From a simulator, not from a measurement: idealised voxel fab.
The following is a process module called voxel self aligned contacts.
Displayed cross-section: cut, width of 155 nm, square cells sized 5 nm.
A cross-section in this document is a grid of square cells, and it is written down as bands, the top band listed before the ones below it; a band is made up of one or more rows of cells. Each band's line starts with the height of the band's top and of its bottom, in nm. Then come its materials from left to right, each with its width in nm. One material with "full width" fills the band from edge to edge. "blank" is empty space. Basically, 0 is our baseline, since under it the wafer straight out of the box is all one material. The bottom band has no lower end and keeps on going down, so it looks like "z 0 and below". Width: "30 to 40" (first number = top row, second number = bottom row, same change from row to row of cells). "changes: none" means the step left every cell of the cross-section as it was. In the "Enclosed internal cavities" entry, you get each enclosed empty space of 8 cells or more, one with no open way to the top, written width x height at distance, distance from the left edge, in nm. If you see something after the settings on a step's line, that's the simulator's own remark about that step. "overlay nm" on a masked step: distance the mask lay right of its planned place, negative for left.

# The process steps that were planned are listed below
| 1 | RECEIVE,material Si |
| 2 | OXIDIZE,depth nm 5 |
| 3 | DIRECTIONAL_DEP,material polySi,thk nm 20 |
| 4 | DIRECTIONAL_DEP,material SiN,thk nm 25 |
| 5 | MASKED_ETCH,tone cover,mask id GATE,width nm 35,pitch nm 75,etch materials SiN,depth nm 25,overlay nm 0 |
| 6 | MASKED_ETCH,tone cover,mask id GATE,width nm 35,pitch nm 75,etch materials polySi,depth nm 20,overlay nm 0 |
| 7 | CONFORMAL_DEP,material SiN,thk nm 10 |
| 8 | DIRECTIONAL_ETCH,etch materials SiN,depth nm 10 |
| 9 | FILL_DEP,material SiO2,thk nm 15 |
| 10 | CMP,height nm 50 |
| 11 | DIRECTIONAL_DEP,material aC,thk nm 10 |
| 12 | PATTERN,tone open,mask id CONTACT,material resist,width nm 60,thk nm 25,overlay nm 0 |
| 13 | DIRECTIONAL_ETCH,etch materials aC,depth nm 10 |
| 14 | STRIP,etch materials resist |
| 15 | DIRECTIONAL_ETCH,etch materials SiO2,depth nm 55 |
| 16 | STRIP,etch materials aC |
| 17 | CONFORMAL_DEP,material TiN,thk nm 5 |
| 18 | FILL_DEP,material W,thk nm 5 |
| 19 | CMP,height nm 50 |
| 20 | CONFORMAL_DEP,material SiCN,thk nm 5 |

# Incoming wafer in cross-section (state: after step 1)
z 0 and below: Si full width
Enclosed internal cavities: none

# Post-module cross-section: identical start and plan to those above, one misstep in execution
z 55 to 50: SiCN full width
z 50 to 40: 10 nm SiO2 / 55 nm SiN / 5 nm TiN / 10 nm W / 5 nm TiN / 55 nm SiN / 15 nm SiO2
z 40 to 25: 10 nm SiO2 / 10 nm SiN / 35 nm polySi / 10 nm SiN / 5 nm TiN / 10 nm W / 5 nm TiN / 10 nm SiN / 35 nm polySi / 10 nm SiN / 15 nm SiO2
z 25 to 20: 10 nm SiO2 / 10 nm SiN / 35 nm polySi / 10 nm SiN / 20 nm TiN / 10 nm SiN / 35 nm polySi / 10 nm SiN / 15 nm SiO2
z 20 to 0: polySi full width
z 0 to -5: SiO2 full width
z -5 and below: Si full width
Enclosed internal cavities: none
Heads up, the wafer didn't run the way we planned it: yeah, plan step 3 got run twice
